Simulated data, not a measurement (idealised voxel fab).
Herein follows the process module entitled voxel air gaps.
For reference, the cross-section in this document is cut, with width 140 nm and square cells of 5 nm.
We lay out every cross-section as a grid of square cells and spell it out in bands from the top down, where one band means one or more rows of cells. In this notation a band is specified by the heights of its top and bottom, in that order and in nm, after which its materials appear from left to right, each paired with its width in nm. The word "full width" attached to a single material means that material fills the band from edge to edge; the word "empty" stands for empty space. Height reference: 0 = level under which incoming wafer is all one material. Lowest band: no bottom, runs on downward, e.g. "from 0 down". Top row gets the first number, bottom row gets the second, and each row in between changes by the same step: that is how a band width like "30 to 40" works. "changes: none" for a step: no cell of the cross-section changed in that step. Entry "Enclosed void entries". Content: empty spaces with no open connection to the top, size 8 cells or greater. Each: width x height at distance. Distance: from left edge. Unit: nm. after a step's settings: what the simulator itself notes on the step. For masked steps, "overlay nm" on the step line gives how far right of plan the mask actually lay; a minus sign means it lay to the left.

### Below is the list of planned process steps
| 1 | RECEIVE, material Si |
| 2 | CONFORMAL_DEP, material SiO2, thk nm 15 |
| 3 | CONFORMAL_DEP, material SiN, thk nm 5 |
| 4 | DIRECTIONAL_DEP, material SiO2, thk nm 40 |
| 5 | DIRECTIONAL_DEP, material aC, thk nm 10 |
| 6 | PATTERN, tone open, mask id LINES, material resist, width nm 15, pitch nm 40, thk nm 25, overlay nm 0 |
| 7 | DIRECTIONAL_ETCH, etch materials aC, depth nm 10 |
| 8 | STRIP, etch materials resist |
| 9 | DIRECTIONAL_ETCH, etch materials SiO2, depth nm 40 |
| 10 | STRIP, etch materials aC |
| 11 | CONFORMAL_DEP, material TiN, thk nm 5 |
| 12 | FILL_DEP, material Ru, thk nm 5 |
| 13 | CMP, height nm 60 |
| 14 | EPI, material Ru, thk nm 10 |
| 15 | SELECTIVE_ETCH, etch materials SiO2, depth nm 50 |
| 16 | CONFORMAL_DEP, material SiCN, thk nm 5 |

### First of two wafers, processed according to plan

### Received-state cross-section, reflecting completion of step 1
	from 0 down = Si full width
	Enclosed void entries: none

### Presented here is a cross-section of the wafer after step 2 has been performed
	from 15 to 0 = SiO2 full width
	At heights below 0, the structure remains unaltered.

### Presented here is a cross-section of the wafer after step 3 has been performed
	from 20 to 15 = SiN full width
	At heights below 15, the structure remains unaltered.

### Presented here is a cross-section of the wafer after step 4 has been performed
	from 60 to 20 = SiO2 full width
	At heights below 20, the structure remains unaltered.

### Presented here is a cross-section of the wafer after step 5 has been performed
	from 70 to 60 = aC full width
	At heights below 60, the structure remains unaltered.

### Presented here is a cross-section of the wafer after step 6 has been performed
	from 95 to 70 = resist=20  empty=15  resist=25  empty=15  resist=25  empty=15  resist=25
	At heights below 70, the structure remains unaltered.

### Presented here is a cross-section of the wafer after step 7 has been performed
	from 85 to 70 = resist=20  empty=15  resist=25  empty=15  resist=25  empty=15  resist=25
	from 70 to 60 = aC=20  empty=15  aC=25  empty=15  aC=25  empty=15  aC=25
	At heights below 60, the structure remains unaltered.

### Presented here is a cross-section of the wafer after step 8 has been performed
	from 70 to 60 = aC=20  empty=15  aC=25  empty=15  aC=25  empty=15  aC=25
	At heights below 60, the structure remains unaltered.

### Presented here is a cross-section of the wafer after step 9 has been performed
	from 70 to 60 = aC=20  empty=15  aC=25  empty=15  aC=25  empty=15  aC=25
	from 60 to 20 = SiO2=20  empty=15  SiO2=25  empty=15  SiO2=25  empty=15  SiO2=25
	At heights below 20, the structure remains unaltered.

### Presented here is a cross-section of the wafer after step 10 has been performed
	from 60 to 20 = SiO2=20  empty=15  SiO2=25  empty=15  SiO2=25  empty=15  SiO2=25
	At heights below 20, the structure remains unaltered.

### Presented here is a cross-section of the wafer after step 11 has been performed
	from 65 to 60 = TiN=25  empty=5  TiN=35  empty=5  TiN=35  empty=5  TiN=30
	from 60 to 25 = SiO2=20  TiN=5  empty=5  TiN=5  SiO2=25  TiN=5  empty=5  TiN=5  SiO2=25  TiN=5  empty=5  TiN=5  SiO2=25
	from 25 to 20 = SiO2=20  TiN=15  SiO2=25  TiN=15  SiO2=25  TiN=15  SiO2=25
	At heights below 20, the structure remains unaltered.

### Presented here is a cross-section of the wafer after step 12 has been performed
	from 70 to 65 = Ru full width
	from 65 to 60 = TiN=25  Ru=5  TiN=35  Ru=5  TiN=35  Ru=5  TiN=30
	from 60 to 25 = SiO2=20  TiN=5  Ru=5  TiN=5  SiO2=25  TiN=5  Ru=5  TiN=5  SiO2=25  TiN=5  Ru=5  TiN=5  SiO2=25
	At heights below 25, the structure remains unaltered.

### Presented here is a cross-section of the wafer after step 13 has been performed
	from 60 to 25 = SiO2=20  TiN=5  Ru=5  TiN=5  SiO2=25  TiN=5  Ru=5  TiN=5  SiO2=25  TiN=5  Ru=5  TiN=5  SiO2=25
	At heights below 25, the structure remains unaltered.

### Presented here is a cross-section of the wafer after step 14 has been performed
	from 70 to 60 = empty=10  Ru=35  empty=5  Ru=35  empty=5  Ru=35  empty=15
	At heights below 60, the structure remains unaltered.

### Presented here is a cross-section of the wafer after step 15 has been performed
	from 70 to 60 = empty=10  Ru=35  empty=5  Ru=35  empty=5  Ru=35  empty=15
	from 60 to 25 = empty=20  TiN=5  Ru=5  TiN=5  empty=25  TiN=5  Ru=5  TiN=5  empty=25  TiN=5  Ru=5  TiN=5  empty=25
	from 25 to 20 = empty=20  TiN=15  empty=25  TiN=15  empty=25  TiN=15  empty=25
	At heights below 20, the structure remains unaltered.

### Presented here is a cross-section of the wafer after step 16 has been performed
	from 75 to 70 = empty=5  SiCN=125  empty=10
	from 70 to 60 = empty=5  SiCN=5  Ru=35  SiCN=5  Ru=35  SiCN=5  Ru=35  SiCN=5  empty=10
	from 60 to 55 = empty=5  SiCN=15  TiN=5  Ru=5  TiN=5  SiCN=25  TiN=5  Ru=5  TiN=5  SiCN=25  TiN=5  Ru=5  TiN=5  SiCN=15  empty=10
	from 55 to 25 = empty=15  SiCN=5  TiN=5  Ru=5  TiN=5  SiCN=5  empty=15  SiCN=5  TiN=5  Ru=5  TiN=5  SiCN=5  empty=15  SiCN=5  TiN=5  Ru=5  TiN=5  SiCN=5  empty=20
	from 25 to 20 = SiCN=20  TiN=15  SiCN=25  TiN=15  SiCN=25  TiN=15  SiCN=25
	At heights below 20, the structure remains unaltered.
	Enclosed void entries: 15 x 30 at 40; 15 x 30 at 80

### The Second Wafer: Common Origin and Plan, One Mistake in Execution, Identical to the First Through Step 5

### Cross-section of the second wafer at the time step 6 of the plan should have ended
	from 95 to 70 = resist=15  empty=25  resist=15  empty=25  resist=15  empty=25  resist=20
	At heights below 70, the structure remains unaltered.

### Cross-section of the second wafer at the time step 7 of the plan should have ended
	from 85 to 70 = resist=15  empty=25  resist=15  empty=25  resist=15  empty=25  resist=20
	from 70 to 60 = aC=15  empty=25  aC=15  empty=25  aC=15  empty=25  aC=20
	At heights below 60, the structure remains unaltered.

### Cross-section of the second wafer at the time step 8 of the plan should have ended
	from 70 to 60 = aC=15  empty=25  aC=15  empty=25  aC=15  empty=25  aC=20
	At heights below 60, the structure remains unaltered.

### Cross-section of the second wafer at the time step 9 of the plan should have ended
	from 70 to 60 = aC=15  empty=25  aC=15  empty=25  aC=15  empty=25  aC=20
	from 60 to 20 = SiO2=15  empty=25  SiO2=15  empty=25  SiO2=15  empty=25  SiO2=20
	At heights below 20, the structure remains unaltered.

### Cross-section of the second wafer at the time step 10 of the plan should have ended
	from 60 to 20 = SiO2=15  empty=25  SiO2=15  empty=25  SiO2=15  empty=25  SiO2=20
	At heights below 20, the structure remains unaltered.

### Cross-section of the second wafer at the time step 11 of the plan should have ended
	from 65 to 60 = TiN=20  empty=15  TiN=25  empty=15  TiN=25  empty=15  TiN=25
	from 60 to 25 = SiO2=15  TiN=5  empty=15  TiN=5  SiO2=15  TiN=5  empty=15  TiN=5  SiO2=15  TiN=5  empty=15  TiN=5  SiO2=20
	from 25 to 20 = SiO2=15  TiN=25  SiO2=15  TiN=25  SiO2=15  TiN=25  SiO2=20
	At heights below 20, the structure remains unaltered.

### Cross-section of the second wafer at the time step 12 of the plan should have ended
	from 70 to 65 = Ru full width
	from 65 to 60 = TiN=20  Ru=15  TiN=25  Ru=15  TiN=25  Ru=15  TiN=25
	from 60 to 25 = SiO2=15  TiN=5  Ru=15  TiN=5  SiO2=15  TiN=5  Ru=15  TiN=5  SiO2=15  TiN=5  Ru=15  TiN=5  SiO2=20
	At heights below 25, the structure remains unaltered.

### Cross-section of the second wafer at the time step 13 of the plan should have ended
	from 60 to 25 = SiO2=15  TiN=5  Ru=15  TiN=5  SiO2=15  TiN=5  Ru=15  TiN=5  SiO2=15  TiN=5  Ru=15  TiN=5  SiO2=20
	At heights below 25, the structure remains unaltered.

### Cross-section of the second wafer at the time step 14 of the plan should have ended
	from 70 to 60 = empty=5  Ru=125  empty=10
	At heights below 60, the structure remains unaltered.

### Cross-section of the second wafer at the time step 15 of the plan should have ended
	from 70 to 60 = empty=5  Ru=125  empty=10
	from 60 to 25 = empty=15  TiN=5  Ru=15  TiN=5  SiO2=15  TiN=5  Ru=15  TiN=5  SiO2=15  TiN=5  Ru=15  TiN=5  empty=20
	from 25 to 20 = empty=15  TiN=25  SiO2=15  TiN=25  SiO2=15  TiN=25  empty=20
	At heights below 20, the structure remains unaltered.

### Cross-section of the second wafer at the time step 16 of the plan should have ended
	from 75 to 70 = SiCN=135  empty=5
	from 70 to 60 = SiCN=5  Ru=125  SiCN=5  empty=5
	from 60 to 55 = SiCN=15  TiN=5  Ru=15  TiN=5  SiO2=15  TiN=5  Ru=15  TiN=5  SiO2=15  TiN=5  Ru=15  TiN=5  SiCN=15  empty=5
	from 55 to 25 = empty=10  SiCN=5  TiN=5  Ru=15  TiN=5  SiO2=15  TiN=5  Ru=15  TiN=5  SiO2=15  TiN=5  Ru=15  TiN=5  SiCN=5  empty=15
	from 25 to 20 = SiCN=15  TiN=25  SiO2=15  TiN=25  SiO2=15  TiN=25  SiCN=20
	At heights below 20, the structure remains unaltered.
	Enclosed void entries: 10 x 30 at 0
Want to know what went wrong? it should be noted that step 6 was executed with settings other than those planned, the operation and settings actually applied being PATTERN, tone open, mask id LINES, material resist, width nm 25, pitch nm 40, thk nm 25, overlay nm 0
Looking at both finished wafers in cells, the second ends up ahead of or behind the first on some materials: +50 Ru | -48 SiCN | +48 SiO2 | +6 TiN
By the end, 2 closed voids are present in the first wafer and 1 in the second.
